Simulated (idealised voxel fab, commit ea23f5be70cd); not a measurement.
Title: Process Module voxel air gaps
170 nm wide, 5 nm square cells: that's cross-section cut.
Cross-section, as written here: a square-cell grid given band by band from the top down, where a band holds one or more rows of cells.
Each band's line starts with the height of the band's top and of its bottom, in nm. Then come its materials from left to right, each with its width in nm. One material with "everywhere" fills the band from edge to edge. "air" is empty space.
The level at which height equals 0 is the one under which the wafer, as it arrives, is entirely one material. No lower edge exists for the bottom band, which continues downward and is notated as in "0 and below".
Width: "30->40" (first number = top row, second number = bottom row, same change from row to row of cells).
"everything unchanged" -> step changed no cross-section cell.
The entry titled "Trapped void list" provides the empty spaces that have no open way to the top, restricted to those of 8 cells or more. Each is presented as width x height at distance, the distance being measured from the left edge, with all three in nm.
The remark found on a step's line after its settings is issued by the simulator itself and pertains to that step.
"overlay nm" on a masked step: distance the mask lay right of its planned place, negative for left.

The planned process steps are enumerated hereunder:
1: RECEIVE (material Si)
2: CONFORMAL_DEP (material SiO2; thk nm 5)
3: CONFORMAL_DEP (material SiN; thk nm 5)
4: DIRECTIONAL_DEP (material SiO2; thk nm 40)
5: MASKED_ETCH (tone open; mask id LINES; width nm 25; pitch nm 50; etch materials SiO2; depth nm 40; overlay nm 0)
6: CONFORMAL_DEP (material TiN; thk nm 5)
7: FILL_DEP (material W; thk nm 5)
8: CMP (height nm 60)
9: EPI (material Ru; thk nm 10)
10: SELECTIVE_ETCH (etch materials SiO2; depth nm 50)
11: CONFORMAL_DEP (material SiCN; thk nm 5)
Among the wafers covered here, the point of difference is the thk nm at step 2; their starting state is shared, and the plan presents the value of the first wafer.

First of several wafers (as received, post step 1), cross-sectional view:
- 0 and below  Si everywhere
- Trapped void list: none

What follows is a table in which each wafer occupies a row; for the wafer as it stands at the close of the module, the row states, material by material, how many cells have been gained (+) or lost (-) since receipt, and then gives its closed voids:
thk nm 5, +68 Ru, +34 SiCN, +34 SiN, +186 SiO2, +82 TiN, +106 W, Trapped void list: none
thk nm 10, +68 Ru, +34 SiCN, +34 SiN, +220 SiO2, +82 TiN, +72 W, Trapped void list: none
thk nm 15, +54 Ru, +110 SiCN, +34 SiN, +102 SiO2, +57 TiN, +63 W, Trapped void list: 15 x 30 at 50; 15 x 30 at 100
thk nm 20, +54 Ru, +104 SiCN, +34 SiN, +136 SiO2, +51 TiN, +54 W, Trapped void list: 15 x 25 at 50; 15 x 25 at 100
thk nm 25, +54 Ru, +98 SiCN, +34 SiN, +170 SiO2, +45 TiN, +45 W, Trapped void list: 15 x 20 at 50; 15 x 20 at 100
thk nm 30, +54 Ru, +92 SiCN, +34 SiN, +204 SiO2, +39 TiN, +36 W, Trapped void list: 15 x 15 at 50; 15 x 15 at 100
